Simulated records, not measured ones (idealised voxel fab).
A process module follows: voxel transistor to metal.
Pictured: cross-section cut, 290 nm wide, on a grid of 5 nm square cells.
Reading order for cross-sections: top band down to bottom band. Underlying form: a grid of square cells. Band size: one or more rows of cells. The band entry comprises the height of the band's top followed by the height of its bottom, expressed in nm, and subsequently the band's materials from left to right, each stated together with its width in nm. Where a single material is marked with the word "throughout", that material fills the band from edge to edge. The word "empty" represents empty space. We count height from 0. Below that, the starting wafer is all one material. The lowest band never ends at the bottom but goes on down; see "0 nm and below" for how that is written. A width given as "30->40" starts at the first number in the band's top row and ends at the second number in its bottom row, shifting by an equal amount at every step from row to row. The designation "no alterations made", where it is given for a processing step, indicates that no cell of the cross-section was altered in the course of that step. In the "Fully enclosed voids" entry, you get each enclosed empty space of 8 cells or more, one with no open way to the top, written width x height at distance, distance from the left edge, in nm. On a step's line, text after the settings is the simulator commenting on that step. What "overlay nm" on a step's line means: if the step has a mask, that mask lay this far to the right of its planned place, or, when the value is negative, to the left.
-- The steps planned for the process are as follows
1: RECEIVE [material Si]
2: OXIDIZE [depth nm 5]
3: CONFORMAL_DEP [material SiN] [thk nm 10]
4: PATTERN [tone cover] [mask id ACTIVE] [material resist] [width nm 95] [pitch nm 115] [thk nm 20] [overlay nm 0]
5: DIRECTIONAL_ETCH [etch materials SiN] [depth nm 10]
6: DIRECTIONAL_ETCH [etch materials SiO2] [depth nm 5]
7: DIRECTIONAL_ETCH [etch materials Si] [depth nm 35]
8: STRIP [etch materials resist]
9: FILL_DEP [material SiO2] [thk nm 10]
10: CMP [height nm 10]
11: SELECTIVE_ETCH [etch materials SiO2] [depth nm 10]
12: STRIP [etch materials SiN]
13: SELECTIVE_ETCH [etch materials SiO2] [depth nm 5]
14: OXIDIZE [depth nm 5]
15: DIRECTIONAL_DEP [material polySi] [thk nm 30]
16: DIRECTIONAL_DEP [material SiCN] [thk nm 10]
17: DIRECTIONAL_DEP [material aC] [thk nm 15]
18: PATTERN [tone cover] [mask id GATE] [material resist] [width nm 25] [pitch nm 115] [thk nm 35] [overlay nm 0]
19: DIRECTIONAL_ETCH [etch materials aC] [depth nm 15]
20: STRIP [etch materials resist]
21: DIRECTIONAL_ETCH [etch materials SiCN] [depth nm 20]
22: DIRECTIONAL_ETCH [etch materials polySi] [depth nm 40]
23: STRIP [etch materials aC]
24: CONFORMAL_DEP [material SiO2] [thk nm 5]
25: DIRECTIONAL_ETCH [etch materials SiO2] [depth nm 5]
26: CONFORMAL_DEP [material SiN] [thk nm 10]
27: DIRECTIONAL_ETCH [etch materials SiN] [depth nm 10]
28: DIRECTIONAL_ETCH [etch materials SiO2] [depth nm 5]
29: DIRECTIONAL_ETCH [etch materials Si] [depth nm 15]
30: EPI [material nSi] [thk nm 20]
31: FILL_DEP [material SiO2] [thk nm 10]
32: CMP [height nm 25]
33: STRIP [etch materials polySi]
34: SELECTIVE_ETCH [etch materials SiO2] [depth nm 5]
35: CONFORMAL_DEP [material HfO2] [thk nm 5]
36: CONFORMAL_DEP [material TiN] [thk nm 5]
37: FILL_DEP [material W] [thk nm 5]
38: CMP [height nm 20]
39: DIRECTIONAL_DEP [material SiO2] [thk nm 10]
40: PATTERN [tone open] [mask id CONTACT] [material resist] [width nm 15] [thk nm 15] [overlay nm 0]
41: DIRECTIONAL_ETCH [etch materials SiO2] [depth nm 20]
42: STRIP [etch materials resist]
43: CONFORMAL_DEP [material TiN] [thk nm 5]
44: FILL_DEP [material W] [thk nm 5]
45: CMP [height nm 30]
46: CONFORMAL_DEP [material SiN] [thk nm 5]
47: DIRECTIONAL_DEP [material lowk] [thk nm 20]
48: MASKED_ETCH [tone open] [mask id METAL_1] [width nm 15] [etch materials lowk] [depth nm 20] [overlay nm 0]
49: MASKED_ETCH [tone open] [mask id METAL_1] [width nm 15] [etch materials SiN] [depth nm 5] [overlay nm 0]
50: CONFORMAL_DEP [material TiN] [thk nm 5]
51: FILL_DEP [material Ru] [thk nm 10]
52: CMP [height nm 55]
53: CONFORMAL_DEP [material SiCN] [thk nm 5]
54: DIRECTIONAL_DEP [material lowk] [thk nm 25]
55: PATTERN [tone open] [mask id METAL_2] [material resist] [width nm 15] [pitch nm 115] [thk nm 15] [overlay nm 0]
56: DIRECTIONAL_ETCH [etch materials lowk] [depth nm 15]
57: STRIP [etch materials resist]
58: DIRECTIONAL_DEP [material aC] [thk nm 15]
59: PATTERN [tone open] [mask id METAL_2_HOLES] [material resist] [width nm 15] [pitch nm 115] [thk nm 30] [overlay nm 0]
60: DIRECTIONAL_ETCH [etch materials aC] [depth nm 15]
61: STRIP [etch materials resist]
62: DIRECTIONAL_ETCH [etch materials lowk] [depth nm 10]
63: DIRECTIONAL_ETCH [etch materials SiCN] [depth nm 5]
64: STRIP [etch materials aC]
65: CONFORMAL_DEP [material TiN] [thk nm 5]
66: FILL_DEP [material Ru] [thk nm 5]
67: CMP [height nm 85]
68: CONFORMAL_DEP [material SiCN] [thk nm 5]
-- As-received state of the wafer in cross-section, equivalent to post-step 1
  0 nm and below | Si throughout
  Fully enclosed voids: none
-- Run as planned - first of the two wafers cross-sectioned at the end of the module
  90 nm to 85 nm | SiCN throughout
  85 nm to 60 nm | lowk (45)  TiN (5)  Ru (5)  TiN (5)  lowk (100)  TiN (5)  Ru (5)  TiN (5)  lowk (115)
  60 nm to 55 nm | SiCN (45)  TiN (15)  SiCN (100)  TiN (15)  SiCN (115)
  55 nm to 35 nm | lowk (45)  TiN (5)  Ru (5)  TiN (5)  lowk (55)  TiN (5)  Ru (5)  TiN (5)  lowk (30)  TiN (5)  Ru (5)  TiN (5)  lowk (55)  TiN (5)  Ru (5)  TiN (5)  lowk (45)
  35 nm to 30 nm | SiN (45)  TiN (15)  SiN (55)  TiN (15)  SiN (30)  TiN (15)  SiN (55)  TiN (15)  SiN (45)
  30 nm to 20 nm | SiO2 (45)  TiN (5)  W (5)  TiN (5)  SiO2 (55)  TiN (5)  W (5)  TiN (5)  SiO2 (30)  TiN (5)  W (5)  TiN (5)  SiO2 (55)  TiN (5)  W (5)  TiN (5)  SiO2 (45)
  20 nm to 15 nm | SiO2 (45)  TiN (5)  W (5)  TiN (5)  SiN (10)  HfO2 (5)  TiN (5)  W (15)  TiN (5)  HfO2 (5)  SiN (10)  TiN (5)  W (5)  TiN (5)  SiO2 (30)  TiN (5)  W (5)  TiN (5)  SiN (10)  HfO2 (5)  TiN (5)  W (15)  TiN (5)  HfO2 (5)  SiN (10)  TiN (5)  W (5)  TiN (5)  SiO2 (45)
  15 nm to 10 nm | SiO2 (45)  TiN (15)  SiN (10)  HfO2 (5)  TiN (5)  W (15)  TiN (5)  HfO2 (5)  SiN (10)  TiN (15)  SiO2 (30)  TiN (15)  SiN (10)  HfO2 (5)  TiN (5)  W (15)  TiN (5)  HfO2 (5)  SiN (10)  TiN (15)  SiO2 (45)
  10 nm to 0 nm | SiO2 (40)  nSi (20)  SiN (10)  HfO2 (5)  TiN (5)  W (15)  TiN (5)  HfO2 (5)  SiN (10)  nSi (20)  SiO2 (20)  nSi (20)  SiN (10)  HfO2 (5)  TiN (5)  W (15)  TiN (5)  HfO2 (5)  SiN (10)  nSi (20)  SiO2 (40)
  0 nm to -5 nm | SiO2 (40)  nSi (20)  SiN (10)  HfO2 (5)  TiN (25)  HfO2 (5)  SiN (10)  nSi (20)  SiO2 (20)  nSi (20)  SiN (10)  HfO2 (5)  TiN (25)  HfO2 (5)  SiN (10)  nSi (20)  SiO2 (40)
  -5 nm to -10 nm | SiO2 (35)  nSi (25)  SiO2 (10)  HfO2 (35)  SiO2 (10)  nSi (25)  SiO2 (10)  nSi (25)  SiO2 (10)  HfO2 (35)  SiO2 (10)  nSi (25)  SiO2 (35)
  -10 nm to -25 nm | SiO2 (40)  nSi (20)  Si (55)  nSi (20)  SiO2 (20)  nSi (20)  Si (55)  nSi (20)  SiO2 (40)
  -25 nm to -40 nm | SiO2 (40)  Si (95)  SiO2 (20)  Si (95)  SiO2 (40)
  -40 nm and below | Si throughout
  Fully enclosed voids: none
-- Second wafer through the module, sectioned at the end: same beginning and same plan as the first wafer, with one mistake in carrying it out
  90 nm to 85 nm | SiCN throughout
  85 nm to 60 nm | lowk (45)  TiN (5)  Ru (5)  TiN (5)  lowk (100)  TiN (5)  Ru (5)  TiN (5)  lowk (115)
  60 nm to 55 nm | SiCN (45)  TiN (15)  SiCN (100)  TiN (15)  SiCN (115)
  55 nm to 35 nm | lowk (45)  TiN (5)  Ru (5)  TiN (5)  lowk (55)  TiN (5)  Ru (5)  TiN (5)  lowk (30)  TiN (5)  Ru (5)  TiN (5)  lowk (55)  TiN (5)  Ru (5)  TiN (5)  lowk (45)
  35 nm to 30 nm | SiN (45)  TiN (15)  SiN (55)  TiN (15)  SiN (30)  TiN (15)  SiN (55)  TiN (15)  SiN (45)
  30 nm to 20 nm | SiO2 (45)  TiN (5)  W (5)  TiN (5)  SiO2 (55)  TiN (5)  W (5)  TiN (5)  SiO2 (30)  TiN (5)  W (5)  TiN (5)  SiO2 (55)  TiN (5)  W (5)  TiN (5)  SiO2 (45)
  20 nm to 15 nm | SiO2 (45)  TiN (5)  W (5)  TiN (5)  SiN (10)  HfO2 (5)  TiN (5)  W (15)  TiN (5)  HfO2 (5)  SiN (10)  TiN (5)  W (5)  TiN (5)  SiO2 (30)  TiN (5)  W (5)  TiN (5)  SiN (10)  HfO2 (5)  TiN (5)  W (15)  TiN (5)  HfO2 (5)  SiN (10)  TiN (5)  W (5)  TiN (5)  SiO2 (45)
  15 nm to 10 nm | SiO2 (45)  TiN (15)  SiN (10)  HfO2 (5)  TiN (5)  W (15)  TiN (5)  HfO2 (5)  SiN (10)  TiN (15)  SiO2 (30)  TiN (15)  SiN (10)  HfO2 (5)  TiN (5)  W (15)  TiN (5)  HfO2 (5)  SiN (10)  TiN (15)  SiO2 (45)
  10 nm to 0 nm | SiO2 (40)  nSi (20)  SiN (10)  HfO2 (5)  TiN (5)  W (15)  TiN (5)  HfO2 (5)  SiN (10)  nSi (20)  SiO2 (20)  nSi (20)  SiN (10)  HfO2 (5)  TiN (5)  W (15)  TiN (5)  HfO2 (5)  SiN (10)  nSi (20)  SiO2 (40)
  0 nm to -5 nm | SiO2 (40)  nSi (20)  SiN (10)  HfO2 (5)  TiN (25)  HfO2 (5)  SiN (10)  nSi (20)  SiO2 (20)  nSi (20)  SiN (10)  HfO2 (5)  TiN (25)  HfO2 (5)  SiN (10)  nSi (20)  SiO2 (40)
  -5 nm to -10 nm | SiO2 (35)  nSi (25)  SiO2 (10)  HfO2 (35)  SiO2 (10)  nSi (25)  SiO2 (10)  nSi (25)  SiO2 (10)  HfO2 (35)  SiO2 (10)  nSi (25)  SiO2 (35)
  -10 nm to -25 nm | SiO2 (40)  nSi (20)  Si (55)  nSi (20)  SiO2 (20)  nSi (20)  Si (55)  nSi (20)  SiO2 (40)
  -25 nm to -75 nm | SiO2 (40)  Si (95)  SiO2 (20)  Si (95)  SiO2 (40)
  -75 nm and below | Si throughout
  Fully enclosed voids: none
Run error: step 7 of the plan was carried out twice
Final wafer comparison in cells, second versus first, more or fewer per material: Si: 140 fewer, SiO2: 140 more
